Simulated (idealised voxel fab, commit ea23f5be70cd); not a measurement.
This section sets out a process module, namely voxel capacitor over wiring.
The width of the displayed cross-section, cut, is 290 nm; its cells are square, with a size of 5 nm.
Cross-section layout: square cells on a grid; listed as bands, top to bottom; a band spans one or more cell rows.
Each band's line starts with the height of the band's top and of its bottom, in nm. Then come its materials from left to right, each with its width in nm. One material with "everywhere" fills the band from edge to edge. "air" is empty space.
The level at which height equals 0 is the one under which the wafer, as it arrives, is entirely one material. No lower edge exists for the bottom band, which continues downward and is notated as in "0 nm and below".
Note: "30 to 40" means the width goes from the first number (top row of the band) to the second number (bottom row) in equal steps per row of cells.
You'll sometimes find "changes: none" written for a step, and that's the way of saying that nowhere in the cross-section did a cell change during that step.
Under "Cavities, closed" you'll find the enclosed gaps, the ones with no way out to the top, that are 8 cells or bigger; each reads width x height at distance, with distance counted from the left edge, everything in nm.
What comes after the settings on a step's line is commentary from the simulator itself on that step.
The optional step-line setting "overlay nm" applies to steps with a mask and quantifies how far to the right of its planned location the mask lay, a negative value indicating leftward placement.

-- These are the steps we planned for the process
1,RECEIVE,material Si
2,CONFORMAL_DEP,material SiO2,thk nm 10
3,CONFORMAL_DEP,material SiCN,thk nm 5
4,DIRECTIONAL_DEP,material lowk,thk nm 15
5,MASKED_ETCH,tone open,mask id METAL_1,width nm 30,pitch nm 100,etch materials lowk,depth nm 15,overlay nm 0
6,MASKED_ETCH,tone open,mask id METAL_1,width nm 20,pitch nm 100,etch materials SiCN,depth nm 5,overlay nm 0
7,CONFORMAL_DEP,material TiN,thk nm 5
8,FILL_DEP,material Ru,thk nm 10
9,CMP,height nm 30
10,CONFORMAL_DEP,material SiCN,thk nm 5
11,DIRECTIONAL_DEP,material lowk,thk nm 15
12,DIRECTIONAL_DEP,material aC,thk nm 15
13,PATTERN,tone open,mask id PLUG_1,material resist,width nm 15,thk nm 30,overlay nm 0
14,DIRECTIONAL_ETCH,etch materials aC,depth nm 15
15,STRIP,etch materials resist
16,DIRECTIONAL_ETCH,etch materials lowk,depth nm 15
17,DIRECTIONAL_ETCH,etch materials SiCN,depth nm 5
18,STRIP,etch materials aC
19,EPI,material Ru,thk nm 10
20,EPI,material Ru,thk nm 10
21,DIRECTIONAL_DEP,material TiN,thk nm 5
22,DIRECTIONAL_DEP,material Al2O3,thk nm 5
23,DIRECTIONAL_DEP,material TiN,thk nm 10
24,MASKED_ETCH,tone cover,mask id UPPER_PLATE,width nm 75,etch materials TiN,depth nm 10,overlay nm 0
25,MASKED_ETCH,tone cover,mask id UPPER_PLATE,width nm 75,etch materials Al2O3,depth nm 5,overlay nm 0
26,DIRECTIONAL_DEP,material aC,thk nm 15
27,PATTERN,tone cover,mask id LOWER_PLATE,material resist,width nm 85,thk nm 35,overlay nm 0
28,DIRECTIONAL_ETCH,etch materials aC,depth nm 15
29,STRIP,etch materials resist
30,DIRECTIONAL_ETCH,etch materials TiN,depth nm 5
31,STRIP,etch materials aC
32,FILL_DEP,material SiO2,thk nm 15
33,CMP,height nm 80
34,PATTERN,tone open,mask id PLUG_2,material resist,width nm 15,thk nm 15,overlay nm 0
35,DIRECTIONAL_ETCH,etch materials SiO2,depth nm 10
36,STRIP,etch materials resist
37,CONFORMAL_DEP,material TiN,thk nm 5
38,FILL_DEP,material Cu,thk nm 10
39,CMP,height nm 80
40,CONFORMAL_DEP,material SiN,thk nm 5
Where the wafers of this document differ is in the width nm of step 6; they start out the same, and the plan states the value that applied to the first wafer.

-- Cross-section of the first of several wafers as received (after step 1)
    0 nm and below  Si everywhere
    Cavities, closed: none

-- Tabulated below, wafer by wafer, are the end-of-module results: for each material, the number of cells gained (+) or lost (-) relative to the as-received state, followed by the closed voids
width nm 20 | +15 Al2O3 | +1 Cu | +32 Ru | +105 SiCN | +58 SiN | +396 SiO2 | +76 TiN | +303 lowk | Cavities, closed: none
width nm 25 | +15 Al2O3 | +1 Cu | +34 Ru | +103 SiCN | +58 SiN | +396 SiO2 | +76 TiN | +303 lowk | Cavities, closed: none
width nm 30 | +15 Al2O3 | +1 Cu | +36 Ru | +101 SiCN | +58 SiN | +396 SiO2 | +76 TiN | +303 lowk | Cavities, closed: none
width nm 35 | +15 Al2O3 | +1 Cu | +36 Ru | +101 SiCN | +58 SiN | +396 SiO2 | +76 TiN | +303 lowk | Cavities, closed: none
width nm 40 | +15 Al2O3 | +1 Cu | +36 Ru | +101 SiCN | +58 SiN | +396 SiO2 | +76 TiN | +303 lowk | Cavities, closed: none
width nm 45 | +15 Al2O3 | +1 Cu | +36 Ru | +101 SiCN | +58 SiN | +396 SiO2 | +76 TiN | +303 lowk | Cavities, closed: none
